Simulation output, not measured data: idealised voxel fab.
Proc. module: voxel trench capacitor
cross-section cut | 260 nm wide | cells 5 nm
For the purposes of this document, a cross-section shall be understood as a grid of square cells, specified as bands listed in top-to-bottom order, each band consisting of one or more rows of cells. Basically the band line says how high the top is and how high the bottom is, in nm, and then what's in it from left to right, every material with its width in nm. Empty space shows up as "air", and if a single material carries "throughout" it runs the full band edge to edge. Height datum 0, below which the as-received substrate wafer is one material. Lowest band open at the bottom, running downward: "top 0, no bottom". Quick explanation for "30 to 40": the width changes in equal steps down the rows of cells, from the first number in the band's top row to the second number in its bottom row. Reading "no change" for a step: not a cell of the cross-section changed in it. Fully sealed voids: empty space of 8 cells or more with no open way to the top, each as width x height at its distance from the left edge, in nm. On a step's line, text after the settings is the simulator commenting on that step. overlay nm, on a step with a mask: how far to the right of its planned place the mask lay; to the left if negative.

So here's the lineup of process steps we planned
1) op RECEIVE | material Si
2) op CONFORMAL_DEP | material SiN | thk nm 5
3) op MASKED_ETCH | tone open | mask id TRENCH | width nm 25 | pitch nm 50 | etch materials SiN | depth nm 5 | overlay nm 0
4) op MASKED_ETCH | tone open | mask id TRENCH | width nm 25 | pitch nm 50 | etch materials Si | depth nm 30 | overlay nm 0
5) op CONFORMAL_DEP | material SiO2 | thk nm 5
6) op FILL_DEP | material polySi | thk nm 10
7) op CMP | height nm 5

First out of two wafers; run went to plan

Cross-section: wafer on arrival = after step 1
  top 0, no bottom | Si throughout
  Fully sealed voids: none

After step 2, in cross-section
  top 5, bottom 0 | SiN throughout
  All layers under 0 are left as they were.

After step 3, in cross-section
  top 5, bottom 0 | SiN 90 | air 25 | SiN 25 | air 25 | SiN 95
  All layers under 0 are left as they were.

After step 4, in cross-section
  top 5, bottom 0 | SiN 90 | air 25 | SiN 25 | air 25 | SiN 95
  top 0, bottom -30 | Si 90 | air 25 | Si 25 | air 25 | Si 95
  All layers under -30 are left as they were.

After step 5, in cross-section
  top 10, bottom 5 | SiO2 95 | air 15 | SiO2 35 | air 15 | SiO2 100
  top 5, bottom 0 | SiN 90 | SiO2 5 | air 15 | SiO2 5 | SiN 25 | SiO2 5 | air 15 | SiO2 5 | SiN 95
  top 0, bottom -25 | Si 90 | SiO2 5 | air 15 | SiO2 5 | Si 25 | SiO2 5 | air 15 | SiO2 5 | Si 95
  top -25, bottom -30 | Si 90 | SiO2 25 | Si 25 | SiO2 25 | Si 95
  All layers under -30 are left as they were.

After step 6, in cross-section
  top 20, bottom 10 | polySi throughout
  top 10, bottom 5 | SiO2 95 | polySi 15 | SiO2 35 | polySi 15 | SiO2 100
  top 5, bottom 0 | SiN 90 | SiO2 5 | polySi 15 | SiO2 5 | SiN 25 | SiO2 5 | polySi 15 | SiO2 5 | SiN 95
  top 0, bottom -25 | Si 90 | SiO2 5 | polySi 15 | SiO2 5 | Si 25 | SiO2 5 | polySi 15 | SiO2 5 | Si 95
  All layers under -25 are left as they were.

After step 7, in cross-section
  top 5, bottom 0 | SiN 90 | SiO2 5 | polySi 15 | SiO2 5 | SiN 25 | SiO2 5 | polySi 15 | SiO2 5 | SiN 95
  All layers under 0 are left as they were.

Second Wafer (Identical Start and Plan, One Processing Error; Matches First Wafer Through Step 2)

Second wafer at the planned finish of step 3, seen in cross-section
  top 5, bottom 0 | air 90 | SiN 25 | air 25 | SiN 25 | air 95
  All layers under 0 are left as they were.

Second wafer at the planned finish of step 4, seen in cross-section: no change

Second wafer at the planned finish of step 5, seen in cross-section
  top 10, bottom 5 | air 85 | SiO2 35 | air 15 | SiO2 35 | air 90
  top 5, bottom 0 | SiO2 90 | SiN 25 | SiO2 25 | SiN 25 | SiO2 95
  All layers under 0 are left as they were.

Second wafer at the planned finish of step 6, seen in cross-section
  top 20, bottom 10 | polySi throughout
  top 10, bottom 5 | polySi 85 | SiO2 35 | polySi 15 | SiO2 35 | polySi 90
  All layers under 5 are left as they were.

Second wafer at the planned finish of step 7, seen in cross-section
  top 5, bottom 0 | SiO2 90 | SiN 25 | SiO2 25 | SiN 25 | SiO2 95
  All layers under 0 are left as they were.
Nonconformance to the process plan: step 3 changed vs plan, executed as op MASKED_ETCH | tone cover | mask id TRENCH | width nm 25 | pitch nm 50 | etch materials SiN | depth nm 5 | overlay nm 0
Wafer comparison, final, in cells, second relative to first, materials more or fewer: Si +60 | SiN -32 | SiO2 +8 | polySi -36
